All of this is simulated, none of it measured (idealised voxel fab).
This section sets out a process module, namely voxel capacitor over wiring.
We display cut, a cross-section 240 nm in width whose square cells are each 5 nm.
Think of the cross-section as a grid of square cells. We describe it in bands, top to bottom, and each band covers one or more rows of those cells.
Heights first: top, then bottom, in nm. Then materials, left to right, each with a width in nm. "edge to edge" on a single material: fills the band edge to edge. "blank": empty space.
For the purposes of this specification, 0 denotes the height below which the wafer in its as-received condition is composed wholly of one material, and the lowermost band, lacking a lower limit, extends downward without end, as expressed in "top 0, no bottom".
With a width like "30->40", each row of cells in the band differs from the next by the same amount, the top row carrying the first number and the bottom row the second.
When a step is marked "same as before", none of the cells in the cross-section changed during that step.
In the "Enclosed internal voids" entry, you get each enclosed empty space of 8 cells or more, one with no open way to the top, written width x height at distance, distance from the left edge, in nm.
Anything after a step's settings on that line? It's the simulator's own note about the step.
overlay nm: where the mask lay relative to plan, measured to the right, on steps with a mask; negatives go left.
Planned process steps:
1 RECEIVE with material Si
2 CONFORMAL_DEP with material SiO2, thk nm 15
3 DIRECTIONAL_DEP with material TiN, thk nm 5
4 DIRECTIONAL_DEP with material Ru, thk nm 15
5 DIRECTIONAL_DEP with material aC, thk nm 10
6 PATTERN with tone cover, mask id METAL_1, material resist, width nm 25, pitch nm 75, thk nm 25, overlay nm 0
7 DIRECTIONAL_ETCH with etch materials aC, depth nm 10
8 STRIP with etch materials resist
9 DIRECTIONAL_ETCH with etch materials Ru, depth nm 15
10 DIRECTIONAL_ETCH with etch materials TiN, depth nm 5
11 STRIP with etch materials aC
12 FILL_DEP with material SiO2, thk nm 10
13 CMP with height nm 35
14 CONFORMAL_DEP with material SiCN, thk nm 5
15 DIRECTIONAL_DEP with material SiO2, thk nm 20
16 MASKED_ETCH with tone open, mask id PLUG_1, width nm 15, etch materials SiO2, depth nm 20, overlay nm 0
17 MASKED_ETCH with tone open, mask id PLUG_1, width nm 15, etch materials SiCN, depth nm 5, overlay nm 0
18 EPI with material Ru, thk nm 10
19 EPI with material Ru, thk nm 10
20 EPI with material Ru, thk nm 5
21 DIRECTIONAL_DEP with material TiN, thk nm 10
22 DIRECTIONAL_DEP with material SiN, thk nm 5
23 DIRECTIONAL_DEP with material TiN, thk nm 10
24 DIRECTIONAL_DEP with material aC, thk nm 15
25 PATTERN with tone cover, mask id UPPER_PLATE, material resist, width nm 55, thk nm 30, overlay nm 0
26 DIRECTIONAL_ETCH with etch materials aC, depth nm 15
27 STRIP with etch materials resist
28 DIRECTIONAL_ETCH with etch materials TiN, depth nm 10
29 DIRECTIONAL_ETCH with etch materials SiN, depth nm 5
30 STRIP with etch materials aC
31 DIRECTIONAL_DEP with material aC, thk nm 15
32 PATTERN with tone cover, mask id LOWER_PLATE, material resist, width nm 65, thk nm 30, overlay nm 0
33 DIRECTIONAL_ETCH with etch materials aC, depth nm 15
34 STRIP with etch materials resist
35 DIRECTIONAL_ETCH with etch materials TiN, depth nm 10
36 STRIP with etch materials aC
37 FILL_DEP with material SiO2, thk nm 15
38 CMP with height nm 95
39 DIRECTIONAL_DEP with material aC, thk nm 10
40 PATTERN with tone open, mask id PLUG_2, material resist, width nm 15, thk nm 30, overlay nm 0
41 DIRECTIONAL_ETCH with etch materials aC, depth nm 10
42 STRIP with etch materials resist
43 DIRECTIONAL_ETCH with etch materials SiO2, depth nm 10
44 STRIP with etch materials aC
45 CONFORMAL_DEP with material TiN, thk nm 5
46 FILL_DEP with material Cu, thk nm 5
47 CMP with height nm 95
48 CONFORMAL_DEP with material SiN, thk nm 5
Delivered wafer in cross-section: state after step 1:
	top 0, no bottom: Si edge to edge
	Enclosed internal voids: none
The cross-section shown corresponds to the wafer at the conclusion of the module. The initial structure and the process plan are those presented above; however, one mistake occurred in executing the plan:
	top 100, bottom 95: SiN edge to edge
	top 95, bottom 90: SiO2: 90 | TiN: 15 | SiO2: 135
	top 90, bottom 80: SiO2: 80 | TiN: 55 | SiO2: 105
	top 80, bottom 75: SiO2: 80 | SiN: 55 | SiO2: 105
	top 75, bottom 65: SiO2: 75 | TiN: 65 | SiO2: 100
	top 65, bottom 60: TiN edge to edge
	top 60, bottom 40: SiO2: 80 | Ru: 15 | SiO2: 145
	top 40, bottom 35: SiCN: 80 | Ru: 15 | SiCN: 145
	top 35, bottom 20: SiO2: 70 | Ru: 25 | SiO2: 50 | Ru: 25 | SiO2: 70
	top 20, bottom 15: SiO2: 70 | TiN: 25 | SiO2: 50 | TiN: 25 | SiO2: 70
	top 15, bottom 0: SiO2 edge to edge
	top 0, no bottom: Si edge to edge
	Enclosed internal voids: none
Finding, execution versus plan: step 21 off recipe, ran as DIRECTIONAL_DEP with material TiN, thk nm 15
